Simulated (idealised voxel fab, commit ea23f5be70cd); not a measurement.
Process module name: voxel transistor to metal
Section shown: cut. Width: 210 nm. Cell size: 5 nm, square.
We lay out every cross-section as a grid of square cells and spell it out in bands from the top down, where one band means one or more rows of cells. For a band, the entry starts with two heights in nm, that of the top and then that of the bottom, and carries on with the band's materials in order from left to right, each alongside its width in nm; the word "throughout" beside a single material means it fills the band edge to edge, and "air" means empty space. Convention: height 0 is the level below which the wafer, as received, is all one material. The lowest band does not terminate at the bottom but continues downward, represented as "0..down". When a width is written as two numbers, as in "30->40", the first number is the width in the top row of cells of the band and the second is the width in its bottom row, and the width changes by the same amount from each row to the next. What does "left unchanged" mean for a step? It means no cell of the cross-section changed in that step. "Cavities, sealed" contains a list of empty spaces, each no smaller than 8 cells and without an open way to the top, written in the form width x height at distance with the distance from the left edge and all three in nm. Step line, after settings: the simulator's comment on this step. What "overlay nm" on a step's line means: if the step has a mask, that mask lay this far to the right of its planned place, or, when the value is negative, to the left.

### These are the steps we planned for the process
step 1: RECEIVE, material Si
step 2: CONFORMAL_DEP, material SiO2, thk nm 5
step 3: CONFORMAL_DEP, material SiN, thk nm 15
step 4: PATTERN, tone cover, mask id ACTIVE, material resist, width nm 115, thk nm 15, overlay nm 0
step 5: DIRECTIONAL_ETCH, etch materials SiN, depth nm 15
step 6: DIRECTIONAL_ETCH, etch materials SiO2, depth nm 5
step 7: DIRECTIONAL_ETCH, etch materials Si, depth nm 20
step 8: STRIP, etch materials resist
step 9: FILL_DEP, material SiO2, thk nm 10
step 10: CMP, height nm 20
step 11: SELECTIVE_ETCH, etch materials SiO2, depth nm 15
step 12: STRIP, etch materials SiN
step 13: SELECTIVE_ETCH, etch materials SiO2, depth nm 5
step 14: OXIDIZE, depth nm 5
step 15: DIRECTIONAL_DEP, material polySi, thk nm 25
step 16: DIRECTIONAL_DEP, material SiCN, thk nm 10
step 17: PATTERN, tone cover, mask id GATE, material resist, width nm 25, thk nm 20, overlay nm 0
step 18: DIRECTIONAL_ETCH, etch materials SiCN, depth nm 20
step 19: DIRECTIONAL_ETCH, etch materials polySi, depth nm 35
step 20: STRIP, etch materials resist
step 21: CONFORMAL_DEP, material SiO2, thk nm 5
step 22: DIRECTIONAL_ETCH, etch materials SiO2, depth nm 5
step 23: CONFORMAL_DEP, material SiN, thk nm 10
step 24: DIRECTIONAL_ETCH, etch materials SiN, depth nm 10
step 25: DIRECTIONAL_ETCH, etch materials SiO2, depth nm 5
step 26: DIRECTIONAL_ETCH, etch materials Si, depth nm 15
step 27: EPI, material pSi, thk nm 20
step 28: FILL_DEP, material SiO2, thk nm 10
step 29: CMP, height nm 35
step 30: DIRECTIONAL_DEP, material SiO2, thk nm 15
step 31: DIRECTIONAL_DEP, material aC, thk nm 15
step 32: PATTERN, tone open, mask id CONTACT, material resist, width nm 30, pitch nm 65, thk nm 30, overlay nm 0
step 33: DIRECTIONAL_ETCH, etch materials aC, depth nm 15
step 34: STRIP, etch materials resist
step 35: DIRECTIONAL_ETCH, etch materials SiO2, depth nm 35
step 36: STRIP, etch materials aC
step 37: CONFORMAL_DEP, material TiN, thk nm 5
step 38: FILL_DEP, material W, thk nm 10
step 39: CMP, height nm 50
step 40: CONFORMAL_DEP, material SiCN, thk nm 5
step 41: DIRECTIONAL_DEP, material lowk, thk nm 20
step 42: DIRECTIONAL_DEP, material aC, thk nm 10
step 43: PATTERN, tone open, mask id METAL_1, material resist, width nm 15, pitch nm 80, thk nm 30, overlay nm 0
step 44: DIRECTIONAL_ETCH, etch materials aC, depth nm 10
step 45: STRIP, etch materials resist
step 46: DIRECTIONAL_ETCH, etch materials lowk, depth nm 20
step 47: DIRECTIONAL_ETCH, etch materials SiCN, depth nm 5
step 48: STRIP, etch materials aC
step 49: CONFORMAL_DEP, material TiN, thk nm 5
step 50: FILL_DEP, material W, thk nm 10
step 51: CMP, height nm 75
step 52: EPI, material Ru, thk nm 5
step 53: FILL_DEP, material SiCN, thk nm 5
step 54: DIRECTIONAL_DEP, material SiO2, thk nm 30
step 55: PATTERN, tone open, mask id METAL_2, material resist, width nm 15, pitch nm 80, thk nm 20, overlay nm -15
step 56: DIRECTIONAL_ETCH, etch materials SiO2, depth nm 20
step 57: STRIP, etch materials resist
step 58: MASKED_ETCH, tone open, mask id METAL_2_HOLES, width nm 15, pitch nm 80, etch materials SiO2, depth nm 10, overlay nm 0
step 59: MASKED_ETCH, tone open, mask id METAL_2_HOLES, width nm 15, pitch nm 80, etch materials SiCN, depth nm 5, overlay nm 0
step 60: CONFORMAL_DEP, material TiN, thk nm 5
step 61: FILL_DEP, material Cu, thk nm 10
step 62: CMP, height nm 115
step 63: CONFORMAL_DEP, material SiN, thk nm 5
varied across the wafers: overlay nm of step 55. The plan shows the first wafer's value. All wafers start alike

### After step 1, as received: first of several wafers, cross-section
* 0..down  Si throughout
* Cavities, sealed: none

### Cross-section, first of several wafers, end of module, after last step 63
* 120..115  SiN throughout
* 115..105  SiO2=40; TiN=5; Cu=20->5; TiN=5->20; SiO2=50; TiN=5; Cu=20->5; TiN=5->20; SiO2=60
* 105..100  SiO2=40; TiN=5; Cu=5; TiN=5; SiO2=65; TiN=5; Cu=5; TiN=5; SiO2=75
* 100..95  SiO2=40; TiN=15; SiO2=65; TiN=15; SiO2=75
* 95..85  SiO2 throughout
* 85..80  SiCN throughout
* 80..75  SiCN=50; Ru=25; SiCN=55; Ru=25; SiCN=55
* 75..55  lowk=55; TiN=5; W=5; TiN=5; lowk=65; TiN=5; W=5; TiN=5; lowk=60
* 55..50  SiCN=55; TiN=15; SiCN=65; TiN=15; SiCN=60
* 50..40  SiO2=55; TiN=5; W=20; TiN=5; SiO2=35; TiN=5; W=20; TiN=5; SiO2=60
* 40..35  SiO2=55; TiN=5; W=10; TiN=15; SiO2=35; TiN=15; W=10; TiN=5; SiO2=60
* 35..25  SiO2=55; TiN=5; W=10; TiN=5; SiN=10; SiO2=5; SiCN=25; SiO2=5; SiN=10; TiN=5; W=10; TiN=5; SiO2=60
* 25..20  SiO2=55; TiN=5; W=10; TiN=5; SiN=10; SiO2=5; polySi=25; SiO2=5; SiN=10; TiN=5; W=10; TiN=5; SiO2=60
* 20..15  SiO2=55; TiN=20; SiN=10; SiO2=5; polySi=25; SiO2=5; SiN=10; TiN=20; SiO2=60
* 15..0  SiO2=55; pSi=20; SiN=10; SiO2=5; polySi=25; SiO2=5; SiN=10; pSi=20; SiO2=60
* 0..-5  SiO2=40; pSi=35; SiO2=55; pSi=35; SiO2=45
* -5..-20  SiO2=45; pSi=30; Si=55; pSi=30; SiO2=50
* -20..down  Si throughout
* Cavities, sealed: none

### A cross-section through the last wafer at the close of the module
* 120..115  SiN throughout
* 115..105  SiO2=55; TiN=5->20; Cu=20->5; TiN=5; SiO2=50; TiN=5->20; Cu=20->5; TiN=5; SiO2=45
* 105..100  SiO2=70; TiN=5; Cu=5; TiN=5; SiO2=65; TiN=5; Cu=5; TiN=5; SiO2=45
* 100..95  SiO2=70; TiN=15; SiO2=65; TiN=15; SiO2=45
* 95..85  SiO2 throughout
* 85..80  SiCN throughout
* 80..75  SiCN=50; Ru=25; SiCN=55; Ru=25; SiCN=55
* 75..55  lowk=55; TiN=5; W=5; TiN=5; lowk=65; TiN=5; W=5; TiN=5; lowk=60
* 55..50  SiCN=55; TiN=15; SiCN=65; TiN=15; SiCN=60
* 50..40  SiO2=55; TiN=5; W=20; TiN=5; SiO2=35; TiN=5; W=20; TiN=5; SiO2=60
* 40..35  SiO2=55; TiN=5; W=10; TiN=15; SiO2=35; TiN=15; W=10; TiN=5; SiO2=60
* 35..25  SiO2=55; TiN=5; W=10; TiN=5; SiN=10; SiO2=5; SiCN=25; SiO2=5; SiN=10; TiN=5; W=10; TiN=5; SiO2=60
* 25..20  SiO2=55; TiN=5; W=10; TiN=5; SiN=10; SiO2=5; polySi=25; SiO2=5; SiN=10; TiN=5; W=10; TiN=5; SiO2=60
* 20..15  SiO2=55; TiN=20; SiN=10; SiO2=5; polySi=25; SiO2=5; SiN=10; TiN=20; SiO2=60
* 15..0  SiO2=55; pSi=20; SiN=10; SiO2=5; polySi=25; SiO2=5; SiN=10; pSi=20; SiO2=60
* 0..-5  SiO2=40; pSi=35; SiO2=55; pSi=35; SiO2=45
* -5..-20  SiO2=45; pSi=30; Si=55; pSi=30; SiO2=50
* -20..down  Si throughout
* Cavities, sealed: none

### Basically each wafer gets a line in the table, showing it at the end of the module: material by material, the cells it gained (+) or lost (-) since we got it, then its closed voids
overlay nm -15, +12 Cu, +10 Ru, -135 Si, +120 SiCN, +70 SiN, +566 SiO2, +82 TiN, +40 W, +144 lowk, +74 pSi, +25 polySi, Cavities, sealed: none
overlay nm -10, +10 Cu, +10 Ru, -135 Si, +118 SiCN, +70 SiN, +566 SiO2, +86 TiN, +40 W, +144 lowk, +74 pSi, +25 polySi, Cavities, sealed: none
overlay nm -5, +8 Cu, +10 Ru, -135 Si, +116 SiCN, +70 SiN, +566 SiO2, +90 TiN, +40 W, +144 lowk, +74 pSi, +25 polySi, Cavities, sealed: none
overlay nm 0, +12 Cu, +10 Ru, -135 Si, +114 SiCN, +70 SiN, +566 SiO2, +88 TiN, +40 W, +144 lowk, +74 pSi, +25 polySi, Cavities, sealed: none
overlay nm 5, +8 Cu, +10 Ru, -135 Si, +116 SiCN, +70 SiN, +566 SiO2, +90 TiN, +40 W, +144 lowk, +74 pSi, +25 polySi, Cavities, sealed: none
overlay nm 10, +10 Cu, +10 Ru, -135 Si, +118 SiCN, +70 SiN, +566 SiO2, +86 TiN, +40 W, +144 lowk, +74 pSi, +25 polySi, Cavities, sealed: none
overlay nm 15, +12 Cu, +10 Ru, -135 Si, +120 SiCN, +70 SiN, +566 SiO2, +82 TiN, +40 W, +144 lowk, +74 pSi, +25 polySi, Cavities, sealed: none
